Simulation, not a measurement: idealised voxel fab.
Process module heading - voxel capacitor over wiring
This is section cut - it's 155 nm across, gridded in 5 nm square cells.
Heads up, the way a cross-section reads in here is a grid of square cells, handed over as bands from the top down, with every band being one or more rows of cells.
Band: top height; bottom height; in nm. Then, left to right: material with width in nm, for each material. "throughout": a single material spanning edge to edge. "empty": empty space.
Height reference: 0 = level under which incoming wafer is all one material. Lowest band: no bottom, runs on downward, e.g. "z 0 and below".
So if you see something like "30->40" for the width, read it as the top row of the band sitting at the first number and the bottom row at the second, with every row in between moving by the same amount as the last.
"remained the same" -> step changed no cross-section cell.
Closed-off voids of 8+ cells (no open route to the top) go in "Closed void inventory", written width x height at distance from the left edge, in nm.
That trailing text on a step's line, after the settings, is the simulator's own remark on the step.
"overlay nm" answers the question of how far to the right of plan the mask lay on a step that has a mask, and when it is negative the answer is to the left.
Pairs, read this way: before one process step on the one hand, after it on the other, the after cross-section ending at the lowest band that changed; the step between, settings included, beneath. Same starting wafer throughout, but possibly different runs of this module, so no pair continues from the pair above unless its entry headed "Status quo ante" says so.
Status quo ante:
- z 0 and below  Si throughout
- Closed void inventory: none
Post-Process Section:
- z 15 to 0  SiO2 throughout
- Nothing below the height 0 has changed.
- Closed void inventory: none
Step, pre vs post cross-sections above: CONFORMAL_DEP [material SiO2] [thk nm 15]
Status quo ante: just use the after drawing of the pair above as your starting point.
Post-Process Section:
- z 20 to 15  SiN throughout
- Nothing below the height 15 has changed.
- Closed void inventory: none
Step, pre vs post cross-sections above: CONFORMAL_DEP [material SiN] [thk nm 5]
Status quo ante: just use the after drawing of the pair above as your starting point.
Post-Process Section:
- z 35 to 20  SiO2 throughout
- Nothing below the height 20 has changed.
- Closed void inventory: none
Step, pre vs post cross-sections above: DIRECTIONAL_DEP [material SiO2] [thk nm 15]
Status quo ante: just use the after drawing of the pair above as your starting point.
Post-Process Section:
- z 55 to 35  20 nm resist, 30 nm empty, 55 nm resist, 30 nm empty, 20 nm resist
- Nothing below the height 35 has changed.
- Closed void inventory: none
Step, pre vs post cross-sections above: PATTERN [tone open] [mask id METAL_1] [material resist] [width nm 30] [pitch nm 85] [thk nm 20] [overlay nm 0]
Status quo ante: just use the after drawing of the pair above as your starting point.
Post-Process Section:
- z 55 to 35  20 nm resist, 30 nm empty, 55 nm resist, 30 nm empty, 20 nm resist
- z 35 to 20  20 nm SiO2, 30 nm empty, 55 nm SiO2, 30 nm empty, 20 nm SiO2
- Nothing below the height 20 has changed.
- Closed void inventory: none
Step, pre vs post cross-sections above: DIRECTIONAL_ETCH [etch materials SiO2] [depth nm 15]
Status quo ante: just use the after drawing of the pair above as your starting point.
Post-Process Section:
- z 55 to 35  20 nm resist, 30 nm empty, 55 nm resist, 30 nm empty, 20 nm resist
- z 35 to 20  20 nm SiO2, 30 nm empty, 55 nm SiO2, 30 nm empty, 20 nm SiO2
- z 20 to 15  20 nm SiN, 30 nm empty, 55 nm SiN, 30 nm empty, 20 nm SiN
- Nothing below the height 15 has changed.
- Closed void inventory: none
Step, pre vs post cross-sections above: DIRECTIONAL_ETCH [etch materials SiN] [depth nm 5]
Status quo ante: just use the after drawing of the pair above as your starting point.
Post-Process Section:
- z 35 to 20  20 nm SiO2, 30 nm empty, 55 nm SiO2, 30 nm empty, 20 nm SiO2
- Nothing below the height 20 has changed.
- Closed void inventory: none
Step, pre vs post cross-sections above: STRIP [etch materials resist]
Status quo ante: just use the after drawing of the pair above as your starting point.
Post-Process Section:
- z 40 to 35  25 nm TiN, 20 nm empty, 65 nm TiN, 20 nm empty, 25 nm TiN
- z 35 to 20  20 nm SiO2, 5 nm TiN, 20 nm empty, 5 nm TiN, 55 nm SiO2, 5 nm TiN, 20 nm empty, 5 nm TiN, 20 nm SiO2
- z 20 to 15  20 nm SiN, 30 nm TiN, 55 nm SiN, 30 nm TiN, 20 nm SiN
- Nothing below the height 15 has changed.
- Closed void inventory: none
Step, pre vs post cross-sections above: CONFORMAL_DEP [material TiN] [thk nm 5]
Status quo ante: just use the after drawing of the pair above as your starting point.
Post-Process Section:
- z 50 to 40  W throughout
- z 40 to 35  25 nm TiN, 20 nm W, 65 nm TiN, 20 nm W, 25 nm TiN
- z 35 to 20  20 nm SiO2, 5 nm TiN, 20 nm W, 5 nm TiN, 55 nm SiO2, 5 nm TiN, 20 nm W, 5 nm TiN, 20 nm SiO2
- Nothing below the height 20 has changed.
- Closed void inventory: none
Step, pre vs post cross-sections above: FILL_DEP [material W] [thk nm 10]
Status quo ante: just use the after drawing of the pair above as your starting point.
Post-Process Section:
- z 35 to 20  20 nm SiO2, 5 nm TiN, 20 nm W, 5 nm TiN, 55 nm SiO2, 5 nm TiN, 20 nm W, 5 nm TiN, 20 nm SiO2
- Nothing below the height 20 has changed.
- Closed void inventory: none
Step, pre vs post cross-sections above: CMP [height nm 35]
Status quo ante: just use the after drawing of the pair above as your starting point.
Post-Process Section:
- z 40 to 35  SiCN throughout
- Nothing below the height 35 has changed.
- Closed void inventory: none
Step, pre vs post cross-sections above: CONFORMAL_DEP [material SiCN] [thk nm 5]
Status quo ante: just use the after drawing of the pair above as your starting point.
Post-Process Section:
- z 50 to 40  SiO2 throughout
- Nothing below the height 40 has changed.
- Closed void inventory: none
Step, pre vs post cross-sections above: DIRECTIONAL_DEP [material SiO2] [thk nm 10]
Status quo ante: just use the after drawing of the pair above as your starting point.
Post-Process Section:
- z 65 to 50  aC throughout
- Nothing below the height 50 has changed.
- Closed void inventory: none
Step, pre vs post cross-sections above: DIRECTIONAL_DEP [material aC] [thk nm 15]
Status quo ante: just use the after drawing of the pair above as your starting point.
Post-Process Section:
- z 95 to 65  35 nm resist, 15 nm empty, 105 nm resist
- Nothing below the height 65 has changed.
- Closed void inventory: none
Step, pre vs post cross-sections above: PATTERN [tone open] [mask id PLUG_1] [material resist] [width nm 15] [thk nm 30] [overlay nm 0]
Status quo ante: just use the after drawing of the pair above as your starting point.
Post-Process Section:
- z 80 to 65  35 nm resist, 15 nm empty, 105 nm resist
- z 65 to 50  35 nm aC, 15 nm empty, 105 nm aC
- Nothing below the height 50 has changed.
- Closed void inventory: none
Step, pre vs post cross-sections above: DIRECTIONAL_ETCH [etch materials aC] [depth nm 15]
Status quo ante: just use the after drawing of the pair above as your starting point.
Post-Process Section:
- z 65 to 50  35 nm aC, 15 nm empty, 105 nm aC
- Nothing below the height 50 has changed.
- Closed void inventory: none
Step, pre vs post cross-sections above: STRIP [etch materials resist]
Status quo ante: just use the after drawing of the pair above as your starting point.
Post-Process Section:
- z 65 to 50  35 nm aC, 15 nm empty, 105 nm aC
- z 50 to 40  35 nm SiO2, 15 nm empty, 105 nm SiO2
- Nothing below the height 40 has changed.
- Closed void inventory: none
Step, pre vs post cross-sections above: DIRECTIONAL_ETCH [etch materials SiO2] [depth nm 10]
Status quo ante: just use the after drawing of the pair above as your starting point.
Post-Process Section:
- z 65 to 50  35 nm aC, 15 nm empty, 105 nm aC
- z 50 to 40  35 nm SiO2, 15 nm empty, 105 nm SiO2
- z 40 to 35  35 nm SiCN, 15 nm empty, 105 nm SiCN
- Nothing below the height 35 has changed.
- Closed void inventory: none
Step, pre vs post cross-sections above: DIRECTIONAL_ETCH [etch materials SiCN] [depth nm 5]
Status quo ante: just use the after drawing of the pair above as your starting point.
Post-Process Section:
- z 50 to 40  35 nm SiO2, 15 nm empty, 105 nm SiO2
- Nothing below the height 40 has changed.
- Closed void inventory: none
Step, pre vs post cross-sections above: STRIP [etch materials aC]
Status quo ante: just use the after drawing of the pair above as your starting point.
Post-Process Section:
- z 50 to 45  35 nm SiO2, 15 nm empty, 105 nm SiO2
- z 45 to 40  35 nm SiO2, 15 nm Ru, 105 nm SiO2
- z 40 to 35  35 nm SiCN, 15 nm Ru, 105 nm SiCN
- Nothing below the height 35 has changed.
- Closed void inventory: none
Step, pre vs post cross-sections above: EPI [material Ru] [thk nm 10]
Status quo ante: just use the after drawing of the pair above as your starting point.
Post-Process Section:
- z 50 to 40  35 nm SiO2, 15 nm Ru, 105 nm SiO2
- Nothing below the height 40 has changed.
- Closed void inventory: none
Step, pre vs post cross-sections above: EPI [material Ru] [thk nm 5]
Status quo ante: just use the after drawing of the pair above as your starting point.
Post-Process Section:
- z 60 to 50  TiN throughout
- Nothing below the height 50 has changed.
- Closed void inventory: none
Step, pre vs post cross-sections above: DIRECTIONAL_DEP [material TiN] [thk nm 10]
Status quo ante: just use the after drawing of the pair above as your starting point.
Post-Process Section:
- z 65 to 60  Al2O3 throughout
- Nothing below the height 60 has changed.
- Closed void inventory: none
Step, pre vs post cross-sections above: DIRECTIONAL_DEP [material Al2O3] [thk nm 5]
Status quo ante: just use the after drawing of the pair above as your starting point.
Post-Process Section:
- z 70 to 65  TiN throughout
- Nothing below the height 65 has changed.
- Closed void inventory: none
Step, pre vs post cross-sections above: DIRECTIONAL_DEP [material TiN] [thk nm 5]
Status quo ante: just use the after drawing of the pair above as your starting point.
Post-Process Section:
- z 70 to 65  35 nm empty, 60 nm TiN, 60 nm empty
- Nothing below the height 65 has changed.
- Closed void inventory: none
Step, pre vs post cross-sections above: MASKED_ETCH [tone cover] [mask id UPPER_PLATE] [width nm 60] [etch materials TiN] [depth nm 5] [overlay nm 0]
Status quo ante: just use the after drawing of the pair above as your starting point.
Post-Process Section:
- z 70 to 65  35 nm empty, 60 nm TiN, 60 nm empty
- z 65 to 60  35 nm empty, 60 nm Al2O3, 60 nm empty
- Nothing below the height 60 has changed.
- Closed void inventory: none
Step, pre vs post cross-sections above: MASKED_ETCH [tone cover] [mask id UPPER_PLATE] [width nm 60] [etch materials Al2O3] [depth nm 5] [overlay nm 0]
Status quo ante: just use the after drawing of the pair above as your starting point.
Post-Process Section:
- z 90 to 70  30 nm empty, 70 nm resist, 55 nm empty
- z 70 to 65  30 nm empty, 5 nm resist, 60 nm TiN, 5 nm resist, 55 nm empty
- z 65 to 60  30 nm empty, 5 nm resist, 60 nm Al2O3, 5 nm resist, 55 nm empty
- Nothing below the height 60 has changed.
- Closed void inventory: none
Step, pre vs post cross-sections above: PATTERN [tone cover] [mask id LOWER_PLATE] [material resist] [width nm 70] [thk nm 20] [overlay nm 0]
Status quo ante: just use the after drawing of the pair above as your starting point.
Post-Process Section:
- z 90 to 70  30 nm empty, 70 nm resist, 55 nm empty
- z 70 to 65  30 nm empty, 5 nm resist, 60 nm TiN, 5 nm resist, 55 nm empty
- z 65 to 60  30 nm empty, 5 nm resist, 60 nm Al2O3, 5 nm resist, 55 nm empty
- z 60 to 50  30 nm empty, 70 nm TiN, 55 nm empty
- Nothing below the height 50 has changed.
- Closed void inventory: none
Step, pre vs post cross-sections above: DIRECTIONAL_ETCH [etch materials TiN] [depth nm 10]
Status quo ante: just use the after drawing of the pair above as your starting point.
Post-Process Section:
- z 70 to 65  35 nm empty, 60 nm TiN, 60 nm empty
- z 65 to 60  35 nm empty, 60 nm Al2O3, 60 nm empty
- Nothing below the height 60 has changed.
- Closed void inventory: none
Step, pre vs post cross-sections above: STRIP [etch materials resist]
Status quo ante: just use the after drawing of the pair above as your starting point.
Post-Process Section:
- z 90 to 70  SiO2 throughout
- z 70 to 65  35 nm SiO2, 60 nm TiN, 60 nm SiO2
- z 65 to 60  35 nm SiO2, 60 nm Al2O3, 60 nm SiO2
- z 60 to 50  30 nm SiO2, 70 nm TiN, 55 nm SiO2
- Nothing below the height 50 has changed.
- Closed void inventory: none
Step, pre vs post cross-sections above: FILL_DEP [material SiO2] [thk nm 20]
Status quo ante: just use the after drawing of the pair above as your starting point.
Post-Process Section:
- z 85 to 70  SiO2 throughout
- Nothing below the height 70 has changed.
- Closed void inventory: none
Step, pre vs post cross-sections above: CMP [height nm 85]
Status quo ante: just use the after drawing of the pair above as your starting point.
Post-Process Section:
- z 100 to 85  45 nm resist, 15 nm empty, 95 nm resist
- Nothing below the height 85 has changed.
- Closed void inventory: none
Step, pre vs post cross-sections above: PATTERN [tone open] [mask id PLUG_2] [material resist] [width nm 15] [thk nm 15] [overlay nm 0]
Status quo ante: just use the after drawing of the pair above as your starting point.
Post-Process Section:
- z 100 to 85  45 nm resist, 15 nm empty, 95 nm resist
- z 85 to 70  45 nm SiO2, 15 nm empty, 95 nm SiO2
- Nothing below the height 70 has changed.
- Closed void inventory: none
Step, pre vs post cross-sections above: DIRECTIONAL_ETCH [etch materials SiO2] [depth nm 15]
Status quo ante: just use the after drawing of the pair above as your starting point.
Post-Process Section:
- z 85 to 70  45 nm SiO2, 15 nm empty, 95 nm SiO2
- Nothing below the height 70 has changed.
- Closed void inventory: none
Step, pre vs post cross-sections above: STRIP [etch materials resist]
Status quo ante: just use the after drawing of the pair above as your starting point.
Post-Process Section:
- z 90 to 85  50 nm TiN, 5 nm empty, 100 nm TiN
- z 85 to 75  45 nm SiO2, 5 nm TiN, 5 nm empty, 5 nm TiN, 95 nm SiO2
- z 75 to 65  45->35 nm SiO2, 15->60 nm TiN, 95->60 nm SiO2
- Nothing below the height 65 has changed.
- Closed void inventory: none
Step, pre vs post cross-sections above: CONFORMAL_DEP [material TiN] [thk nm 5]
Status quo ante: just use the after drawing of the pair above as your starting point.
Post-Process Section:
- z 95 to 90  Ru throughout
- z 90 to 85  50 nm TiN, 5 nm Ru, 100 nm TiN
- z 85 to 75  45 nm SiO2, 5 nm TiN, 5 nm Ru, 5 nm TiN, 95 nm SiO2
- Nothing below the height 75 has changed.
- Closed void inventory: none
Step, pre vs post cross-sections above: FILL_DEP [material Ru] [thk nm 5]
Status quo ante: just use the after drawing of the pair above as your starting point.
Post-Process Section:
- z 85 to 75  45 nm SiO2, 5 nm TiN, 5 nm Ru, 5 nm TiN, 95 nm SiO2
- Nothing below the height 75 has changed.
- Closed void inventory: none
Step, pre vs post cross-sections above: CMP [height nm 85]
Status quo ante: just use the after drawing of the pair above as your starting point.
Post-Process Section:
- z 90 to 85  SiCN throughout
- Nothing below the height 85 has changed.
- Closed void inventory: none
Step, pre vs post cross-sections above: CONFORMAL_DEP [material SiCN] [thk nm 5]
Status quo ante:
- z 60 to 50  TiN throughout
- z 50 to 40  35 nm SiO2, 15 nm Ru, 105 nm SiO2
- z 40 to 35  35 nm SiCN, 15 nm Ru, 105 nm SiCN
- z 35 to 20  20 nm SiO2, 5 nm TiN, 20 nm W, 5 nm TiN, 55 nm SiO2, 5 nm TiN, 20 nm W, 5 nm TiN, 20 nm SiO2
- z 20 to 15  20 nm SiN, 30 nm TiN, 55 nm SiN, 30 nm TiN, 20 nm SiN
- z 15 to 0  SiO2 throughout
- z 0 and below  Si throughout
- Closed void inventory: none
Post-Process Section:
- z 65 to 50  TiN throughout
- Nothing below the height 50 has changed.
- Closed void inventory: none
Step, pre vs post cross-sections above: DIRECTIONAL_DEP [material TiN] [thk nm 5]
Status quo ante: just use the after drawing of the pair above as your starting point.
Post-Process Section:
- z 65 to 60  35 nm empty, 60 nm TiN, 60 nm empty
- Nothing below the height 60 has changed.
- Closed void inventory: none
Step, pre vs post cross-sections above: MASKED_ETCH [tone cover] [mask id UPPER_PLATE] [width nm 60] [etch materials TiN] [depth nm 5] [overlay nm 0]
Status quo ante: just use the after drawing of the pair above as your starting point.
Post-Process Section:
- z 85 to 65  30 nm empty, 70 nm resist, 55 nm empty
- z 65 to 60  30 nm empty, 5 nm resist, 60 nm TiN, 5 nm resist, 55 nm empty
- Nothing below the height 60 has changed.
- Closed void inventory: none
Step, pre vs post cross-sections above: PATTERN [tone cover] [mask id LOWER_PLATE] [material resist] [width nm 70] [thk nm 20] [overlay nm 0]
Status quo ante: just use the after drawing of the pair above as your starting point.
Post-Process Section:
- z 85 to 65  30 nm empty, 70 nm resist, 55 nm empty
- z 65 to 60  30 nm empty, 5 nm resist, 60 nm TiN, 5 nm resist, 55 nm empty
- z 60 to 50  30 nm empty, 70 nm TiN, 55 nm empty
- Nothing below the height 50 has changed.
- Closed void inventory: none
Step, pre vs post cross-sections above: DIRECTIONAL_ETCH [etch materials TiN] [depth nm 10]
Status quo ante: just use the after drawing of the pair above as your starting point.
Post-Process Section:
- z 65 to 60  35 nm empty, 60 nm TiN, 60 nm empty
- Nothing below the height 60 has changed.
- Closed void inventory: none
Step, pre vs post cross-sections above: STRIP [etch materials resist]
Status quo ante: just use the after drawing of the pair above as your starting point.
Post-Process Section:
- z 85 to 65  SiO2 throughout
- z 65 to 60  35 nm SiO2, 60 nm TiN, 60 nm SiO2
- z 60 to 50  30 nm SiO2, 70 nm TiN, 55 nm SiO2
- Nothing below the height 50 has changed.
- Closed void inventory: none
Step, pre vs post cross-sections above: FILL_DEP [material SiO2] [thk nm 20]
Status quo ante: just use the after drawing of the pair above as your starting point.
Post-Process Section:
- z 100 to 85  45 nm resist, 15 nm empty, 95 nm resist
- Nothing below the height 85 has changed.
- Closed void inventory: none
Step, pre vs post cross-sections above: PATTERN [tone open] [mask id PLUG_2] [material resist] [width nm 15] [thk nm 15] [overlay nm 0]
Status quo ante: just use the after drawing of the pair above as your starting point.
Post-Process Section:
- z 100 to 85  45 nm resist, 15 nm empty, 95 nm resist
- z 85 to 70  45 nm SiO2, 15 nm empty, 95 nm SiO2
- Nothing below the height 70 has changed.
- Closed void inventory: none
Step, pre vs post cross-sections above: DIRECTIONAL_ETCH [etch materials SiO2] [depth nm 15]
Status quo ante: just use the after drawing of the pair above as your starting point.
Post-Process Section:
- z 85 to 70  45 nm SiO2, 15 nm empty, 95 nm SiO2
- Nothing below the height 70 has changed.
- Closed void inventory: none
Step, pre vs post cross-sections above: STRIP [etch materials resist]
Status quo ante: just use the after drawing of the pair above as your starting point.
Post-Process Section:
- z 90 to 85  50 nm TiN, 5 nm empty, 100 nm TiN
- z 85 to 75  45 nm SiO2, 5 nm TiN, 5 nm empty, 5 nm TiN, 95 nm SiO2
- z 75 to 70  45 nm SiO2, 15 nm TiN, 95 nm SiO2
- Nothing below the height 70 has changed.
- Closed void inventory: none
Step, pre vs post cross-sections above: CONFORMAL_DEP [material TiN] [thk nm 5]
Status quo ante: just use the after drawing of the pair above as your starting point.
Post-Process Section:
- z 95 to 90  Ru throughout
- z 90 to 85  50 nm TiN, 5 nm Ru, 100 nm TiN
- z 85 to 75  45 nm SiO2, 5 nm TiN, 5 nm Ru, 5 nm TiN, 95 nm SiO2
- Nothing below the height 75 has changed.
- Closed void inventory: none
Step, pre vs post cross-sections above: FILL_DEP [material Ru] [thk nm 5]
Status quo ante: just use the after drawing of the pair above as your starting point.
Post-Process Section:
- z 85 to 75  45 nm SiO2, 5 nm TiN, 5 nm Ru, 5 nm TiN, 95 nm SiO2
- Nothing below the height 75 has changed.
- Closed void inventory: none
Step, pre vs post cross-sections above: CMP [height nm 85]
Status quo ante: just use the after drawing of the pair above as your starting point.
Post-Process Section:
- z 90 to 85  SiCN throughout
- Nothing below the height 85 has changed.
- Closed void inventory: none
Step, pre vs post cross-sections above: CONFORMAL_DEP [material SiCN] [thk nm 5]
Status quo ante:
- z 50 to 45  35 nm SiO2, 15 nm empty, 105 nm SiO2
- z 45 to 40  35 nm SiO2, 15 nm Ru, 105 nm SiO2
- z 40 to 35  35 nm SiCN, 15 nm Ru, 105 nm SiCN
- z 35 to 20  20 nm SiO2, 5 nm TiN, 20 nm W, 5 nm TiN, 55 nm SiO2, 5 nm TiN, 20 nm W, 5 nm TiN, 20 nm SiO2
- z 20 to 15  20 nm SiN, 30 nm TiN, 55 nm SiN, 30 nm TiN, 20 nm SiN
- z 15 to 0  SiO2 throughout
- z 0 and below  Si throughout
- Closed void inventory: none
Post-Process Section:
- z 55 to 50  30 nm empty, 25 nm Ru, 100 nm empty
- z 50 to 40  35 nm SiO2, 15 nm Ru, 105 nm SiO2
- Nothing below the height 40 has changed.
- Closed void inventory: none
Step, pre vs post cross-sections above: EPI [material Ru] [thk nm 10]
Status quo ante: just use the after drawing of the pair above as your starting point.
Post-Process Section:
- z 60 to 50  25 nm empty, 35 nm Ru, 95 nm empty
- Nothing below the height 50 has changed.
- Closed void inventory: none
Step, pre vs post cross-sections above: EPI [material Ru] [thk nm 5]
Status quo ante: just use the after drawing of the pair above as your starting point.
Post-Process Section:
- z 70 to 60  25 nm empty, 35 nm TiN, 95 nm empty
- z 60 to 50  25 nm TiN, 35 nm Ru, 95 nm TiN
- Nothing below the height 50 has changed.
- Closed void inventory: none
Step, pre vs post cross-sections above: DIRECTIONAL_DEP [material TiN] [thk nm 10]
Status quo ante: just use the after drawing of the pair above as your starting point.
Post-Process Section:
- z 75 to 70  25 nm empty, 35 nm Al2O3, 95 nm empty
- z 70 to 65  25 nm empty, 35 nm TiN, 95 nm empty
- z 65 to 60  25 nm Al2O3, 35 nm TiN, 95 nm Al2O3
- Nothing below the height 60 has changed.
- Closed void inventory: none
Step, pre vs post cross-sections above: DIRECTIONAL_DEP [material Al2O3] [thk nm 5]
Status quo ante: just use the after drawing of the pair above as your starting point.
Post-Process Section:
- z 80 to 75  25 nm empty, 35 nm TiN, 95 nm empty
- z 75 to 70  25 nm empty, 35 nm Al2O3, 95 nm empty
- z 70 to 65  TiN throughout
- Nothing below the height 65 has changed.
- Closed void inventory: none
Step, pre vs post cross-sections above: DIRECTIONAL_DEP [material TiN] [thk nm 5]
Status quo ante: just use the after drawing of the pair above as your starting point.
Post-Process Section:
- z 80 to 75  35 nm empty, 25 nm TiN, 95 nm empty
- z 75 to 70  25 nm empty, 35 nm Al2O3, 95 nm empty
- z 70 to 65  25 nm empty, 70 nm TiN, 60 nm empty
- Nothing below the height 65 has changed.
- Closed void inventory: none
Step, pre vs post cross-sections above: MASKED_ETCH [tone cover] [mask id UPPER_PLATE] [width nm 60] [etch materials TiN] [depth nm 5] [overlay nm 0]
Status quo ante: just use the after drawing of the pair above as your starting point.
Post-Process Section:
- z 80 to 75  35 nm empty, 25 nm TiN, 95 nm empty
- z 75 to 70  35 nm empty, 25 nm Al2O3, 95 nm empty
- z 70 to 65  25 nm empty, 70 nm TiN, 60 nm empty
- z 65 to 60  25 nm empty, 35 nm TiN, 35 nm Al2O3, 60 nm empty
- Nothing below the height 60 has changed.
- Closed void inventory: none
Step, pre vs post cross-sections above: MASKED_ETCH [tone cover] [mask id UPPER_PLATE] [width nm 60] [etch materials Al2O3] [depth nm 5] [overlay nm 0]
Status quo ante: just use the after drawing of the pair above as your starting point.
Post-Process Section:
- z 100 to 80  30 nm empty, 70 nm resist, 55 nm empty
- z 80 to 75  30 nm empty, 5 nm resist, 25 nm TiN, 40 nm resist, 55 nm empty
- z 75 to 70  30 nm empty, 5 nm resist, 25 nm Al2O3, 40 nm resist, 55 nm empty
- z 70 to 65  25 nm empty, 70 nm TiN, 5 nm resist, 55 nm empty
- z 65 to 60  25 nm empty, 35 nm TiN, 35 nm Al2O3, 5 nm resist, 55 nm empty
- Nothing below the height 60 has changed.
- Closed void inventory: none
Step, pre vs post cross-sections above: PATTERN [tone cover] [mask id LOWER_PLATE] [material resist] [width nm 70] [thk nm 20] [overlay nm 0]
Status quo ante: just use the after drawing of the pair above as your starting point.
Post-Process Section:
- z 100 to 80  30 nm empty, 70 nm resist, 55 nm empty
- z 80 to 75  30 nm empty, 5 nm resist, 25 nm TiN, 40 nm resist, 55 nm empty
- z 75 to 70  30 nm empty, 5 nm resist, 25 nm Al2O3, 40 nm resist, 55 nm empty
- z 70 to 65  30 nm empty, 65 nm TiN, 5 nm resist, 55 nm empty
- z 65 to 60  30 nm empty, 30 nm TiN, 35 nm Al2O3, 5 nm resist, 55 nm empty
- z 60 to 50  25 nm empty, 35 nm Ru, 40 nm TiN, 55 nm empty
- Nothing below the height 50 has changed.
- Closed void inventory: none
Step, pre vs post cross-sections above: DIRECTIONAL_ETCH [etch materials TiN] [depth nm 10]
Status quo ante: just use the after drawing of the pair above as your starting point.
Post-Process Section:
- z 80 to 75  35 nm empty, 25 nm TiN, 95 nm empty
- z 75 to 70  35 nm empty, 25 nm Al2O3, 95 nm empty
- z 70 to 65  30 nm empty, 65 nm TiN, 60 nm empty
- z 65 to 60  30 nm empty, 30 nm TiN, 35 nm Al2O3, 60 nm empty
- Nothing below the height 60 has changed.
- Closed void inventory: none
Step, pre vs post cross-sections above: STRIP [etch materials resist]
Status quo ante: just use the after drawing of the pair above as your starting point.
Post-Process Section:
- z 100 to 80  SiO2 throughout
- z 80 to 75  35 nm SiO2, 25 nm TiN, 95 nm SiO2
- z 75 to 70  35 nm SiO2, 25 nm Al2O3, 95 nm SiO2
- z 70 to 65  30 nm SiO2, 65 nm TiN, 60 nm SiO2
- z 65 to 60  30 nm SiO2, 30 nm TiN, 35 nm Al2O3, 60 nm SiO2
- z 60 to 50  25 nm SiO2, 35 nm Ru, 40 nm TiN, 55 nm SiO2
- Nothing below the height 50 has changed.
- Closed void inventory: none
Step, pre vs post cross-sections above: FILL_DEP [material SiO2] [thk nm 20]
Status quo ante: just use the after drawing of the pair above as your starting point.
Post-Process Section:
- z 85 to 80  SiO2 throughout
- Nothing below the height 80 has changed.
- Closed void inventory: none
Step, pre vs post cross-sections above: CMP [height nm 85]
Status quo ante: just use the after drawing of the pair above as your starting point.
Post-Process Section:
- z 100 to 85  45 nm resist, 15 nm empty, 95 nm resist
- Nothing below the height 85 has changed.
- Closed void inventory: none
Step, pre vs post cross-sections above: PATTERN [tone open] [mask id PLUG_2] [material resist] [width nm 15] [thk nm 15] [overlay nm 0]
Status quo ante: just use the after drawing of the pair above as your starting point.
Post-Process Section:
- z 100 to 85  45 nm resist, 15 nm empty, 95 nm resist
- z 85 to 80  45 nm SiO2, 15 nm empty, 95 nm SiO2
- Nothing below the height 80 has changed.
- Closed void inventory: none
Step, pre vs post cross-sections above: DIRECTIONAL_ETCH [etch materials SiO2] [depth nm 15]
Status quo ante: just use the after drawing of the pair above as your starting point.
Post-Process Section:
- z 85 to 80  45 nm SiO2, 15 nm empty, 95 nm SiO2
- Nothing below the height 80 has changed.
- Closed void inventory: none
Step, pre vs post cross-sections above: STRIP [etch materials resist]
Status quo ante: just use the after drawing of the pair above as your starting point.
Post-Process Section:
- z 90 to 85  50 nm TiN, 5 nm empty, 100 nm TiN
- z 85 to 75  45->35 nm SiO2, 15->25 nm TiN, 95 nm SiO2
- Nothing below the height 75 has changed.
- Closed void inventory: none
Step, pre vs post cross-sections above: CONFORMAL_DEP [material TiN] [thk nm 5]
Status quo ante: just use the after drawing of the pair above as your starting point.
Post-Process Section:
- z 95 to 90  Ru throughout
- z 90 to 85  50 nm TiN, 5 nm Ru, 100 nm TiN
- Nothing below the height 85 has changed.
- Closed void inventory: none
Step, pre vs post cross-sections above: FILL_DEP [material Ru] [thk nm 5]
Status quo ante: just use the after drawing of the pair above as your starting point.
Post-Process Section:
- z 85 to 75  45->35 nm SiO2, 15->25 nm TiN, 95 nm SiO2
- Nothing below the height 75 has changed.
- Closed void inventory: none
Step, pre vs post cross-sections above: CMP [height nm 85]
Status quo ante: just use the after drawing of the pair above as your starting point.
Post-Process Section:
- z 90 to 85  SiCN throughout
- Nothing below the height 85 has changed.
- Closed void inventory: none
Step, pre vs post cross-sections above: CONFORMAL_DEP [material SiCN] [thk nm 5]
Status quo ante:
- z 65 to 50  TiN throughout
- z 50 to 40  35 nm SiO2, 15 nm Ru, 105 nm SiO2
- z 40 to 35  35 nm SiCN, 15 nm Ru, 105 nm SiCN
- z 35 to 20  20 nm SiO2, 5 nm TiN, 20 nm W, 5 nm TiN, 55 nm SiO2, 5 nm TiN, 20 nm W, 5 nm TiN, 20 nm SiO2
- z 20 to 15  20 nm SiN, 30 nm TiN, 55 nm SiN, 30 nm TiN, 20 nm SiN
- z 15 to 0  SiO2 throughout
- z 0 and below  Si throughout
- Closed void inventory: none
Post-Process Section:
- z 70 to 65  Al2O3 throughout
- Nothing below the height 65 has changed.
- Closed void inventory: none
Step, pre vs post cross-sections above: DIRECTIONAL_DEP [material Al2O3] [thk nm 5]
Status quo ante: just use the after drawing of the pair above as your starting point.
Post-Process Section:
- z 70 to 65  35 nm empty, 60 nm Al2O3, 60 nm empty
- Nothing below the height 65 has changed.
- Closed void inventory: none
Step, pre vs post cross-sections above: MASKED_ETCH [tone cover] [mask id UPPER_PLATE] [width nm 60] [etch materials Al2O3] [depth nm 5] [overlay nm 0]
Status quo ante: just use the after drawing of the pair above as your starting point.
Post-Process Section:
- z 90 to 70  30 nm empty, 70 nm resist, 55 nm empty
- z 70 to 65  30 nm empty, 5 nm resist, 60 nm Al2O3, 5 nm resist, 55 nm empty
- Nothing below the height 65 has changed.
- Closed void inventory: none
Step, pre vs post cross-sections above: PATTERN [tone cover] [mask id LOWER_PLATE] [material resist] [width nm 70] [thk nm 20] [overlay nm 0]
Status quo ante: just use the after drawing of the pair above as your starting point.
Post-Process Section:
- z 90 to 70  30 nm empty, 70 nm resist, 55 nm empty
- z 70 to 65  30 nm empty, 5 nm resist, 60 nm Al2O3, 5 nm resist, 55 nm empty
- z 65 to 55  30 nm empty, 70 nm TiN, 55 nm empty
- Nothing below the height 55 has changed.
- Closed void inventory: none
Step, pre vs post cross-sections above: DIRECTIONAL_ETCH [etch materials TiN] [depth nm 10]
Status quo ante: just use the after drawing of the pair above as your starting point.
Post-Process Section:
- z 70 to 65  35 nm empty, 60 nm Al2O3, 60 nm empty
- Nothing below the height 65 has changed.
- Closed void inventory: none
Step, pre vs post cross-sections above: STRIP [etch materials resist]
Status quo ante: just use the after drawing of the pair above as your starting point.
Post-Process Section:
- z 90 to 70  SiO2 throughout
- z 70 to 65  35 nm SiO2, 60 nm Al2O3, 60 nm SiO2
- z 65 to 55  30 nm SiO2, 70 nm TiN, 55 nm SiO2
- Nothing below the height 55 has changed.
- Closed void inventory: none
Step, pre vs post cross-sections above: FILL_DEP [material SiO2] [thk nm 20]
Status quo ante: just use the after drawing of the pair above as your starting point.
Post-Process Section:
- z 85 to 70  SiO2 throughout
- Nothing below the height 70 has changed.
- Closed void inventory: none
Step, pre vs post cross-sections above: CMP [height nm 85]
Status quo ante: just use the after drawing of the pair above as your starting point.
Post-Process Section:
- z 100 to 85  45 nm resist, 15 nm empty, 95 nm resist
- Nothing below the height 85 has changed.
- Closed void inventory: none
Step, pre vs post cross-sections above: PATTERN [tone open] [mask id PLUG_2] [material resist] [width nm 15] [thk nm 15] [overlay nm 0]
